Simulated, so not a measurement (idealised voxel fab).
process module | voxel trench capacitor
cross-section cut | 185 nm wide | cells 5 nm
A cross-section is a grid of square cells, given in bands from the top down. A band is one or more rows of cells.
Each band's line starts with the height of the band's top and of its bottom, in nm. Then come its materials from left to right, each with its width in nm. One material with "throughout" fills the band from edge to edge. "air" is empty space.
Height 0 is the level under which the wafer as received is all one material. The lowest band goes on downwards, as in "0 down".
A width such as "30 to 40" changes by the same amount from each row of cells to the next, from the band's top row to its bottom row.
"no change" after a step means that no cell of the cross-section changed.
closed voids: empty space of 8 cells or more with no open way to the top, each as width x height at its distance from the left edge, in nm
after a step's settings: what the simulator itself notes on the step
overlay nm, on a step with a mask: how far to the right of its planned place the mask lay; to the left if negative
plan
1 op RECEIVE | material Si
2 op CONFORMAL_DEP | material SiN | thk nm 10
3 op DIRECTIONAL_DEP | material aC | thk nm 15
4 op PATTERN | tone open | mask id TRENCH | material resist | width nm 30 | pitch nm 50 | thk nm 35 | overlay nm -15
5 op DIRECTIONAL_ETCH | etch materials aC | depth nm 15
6 op STRIP | etch materials resist
7 op DIRECTIONAL_ETCH | etch materials SiN | depth nm 10
8 op DIRECTIONAL_ETCH | etch materials Si | depth nm 25
9 op STRIP | etch materials aC
10 op CONFORMAL_DEP | material Al2O3 | thk nm 5
11 op CONFORMAL_DEP | material TiN | thk nm 5
12 op FILL_DEP | material W | thk nm 5
13 op CMP | height nm 10
varied across the wafers: overlay nm of step 4. The plan shows the first wafer's value. All wafers start alike
first wafer as received, after step 1
  0 down: Si throughout
  closed voids: none
each wafer at the end: cells of each material gained (+) or lost (-) since it was received, then its closed voids
overlay nm -15 | +36 Al2O3 | -60 Si | +50 SiN | +28 TiN | +20 W | closed voids: none
overlay nm -10 | +36 Al2O3 | -60 Si | +50 SiN | +28 TiN | +20 W | closed voids: none
overlay nm -5 | +36 Al2O3 | -60 Si | +50 SiN | +28 TiN | +20 W | closed voids: none
overlay nm 0 | +36 Al2O3 | -60 Si | +50 SiN | +28 TiN | +20 W | closed voids: none
overlay nm 5 | +36 Al2O3 | -60 Si | +50 SiN | +28 TiN | +20 W | closed voids: none
overlay nm 10 | +36 Al2O3 | -60 Si | +50 SiN | +28 TiN | +20 W | closed voids: none
overlay nm 15 | +36 Al2O3 | -60 Si | +50 SiN | +28 TiN | +20 W | closed voids: none
